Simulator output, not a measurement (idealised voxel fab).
The following is a process module called voxel spacer lines.
FYI the section here is cut, 145 nm wide, cells are 5 nm squares.
Cross-sections here: square-cell grids, written as top-down lists of bands, a band being one or more rows of cells. For a band, the entry starts with two heights in nm, that of the top and then that of the bottom, and carries on with the band's materials in order from left to right, each alongside its width in nm; the word "edge to edge" beside a single material means it fills the band edge to edge, and "air" means empty space. Below 0: as-received wafer, all one material; heights counted from there. Lowest band: no bottom, goes on down, written "top 0, no bottom". Width "30..40": first value at the band's top row of cells, second value at its bottom row, equal change from row to row. Where a step carries "changes: none", the cross-section came out of it unchanged, cell for cell. Closed-off voids of 8+ cells (no open route to the top) go in "Tabulated closed voids", written width x height at distance from the left edge, in nm. Text after the settings on a step's line: the simulator's own remark on that step. "overlay nm" on a masked step: distance the mask lay right of its planned place, negative for left.
**Here's what the planned process steps look like**
1 RECEIVE with material Si
2 CONFORMAL_DEP with material Al2O3, thk nm 5
3 DIRECTIONAL_DEP with material TiN, thk nm 20
4 DIRECTIONAL_DEP with material polySi, thk nm 30
5 PATTERN with tone cover, mask id MANDREL, material resist, width nm 15, pitch nm 50, thk nm 35, overlay nm 0
6 DIRECTIONAL_ETCH with etch materials polySi, depth nm 30
7 STRIP with etch materials resist
8 CONFORMAL_DEP with material SiO2, thk nm 10
9 DIRECTIONAL_ETCH with etch materials SiO2, depth nm 10
10 STRIP with etch materials polySi
11 DIRECTIONAL_ETCH with etch materials TiN, depth nm 20
12 STRIP with etch materials SiO2
13 FILL_DEP with material lowk, thk nm 5
14 CMP with height nm 25
**Wafer cross-section on receipt, i.e. after step 1**
- top 0, no bottom: Si edge to edge
- Tabulated closed voids: none
**Final wafer profile in cross-section after the module, from the same start and plan as above, with one mistake made during processing**
- top 15, bottom 5: 5 lowk  10 TiN  15 lowk  10 TiN  15 lowk  10 TiN  15 lowk  10 TiN  15 lowk  10 TiN  15 lowk  10 TiN  5 lowk
- top 5, bottom 0: Al2O3 edge to edge
- top 0, no bottom: Si edge to edge
- Tabulated closed voids: none
Short version of what went wrong: note that step 14 departed from the planned setting and was carried out as CMP with height nm 15
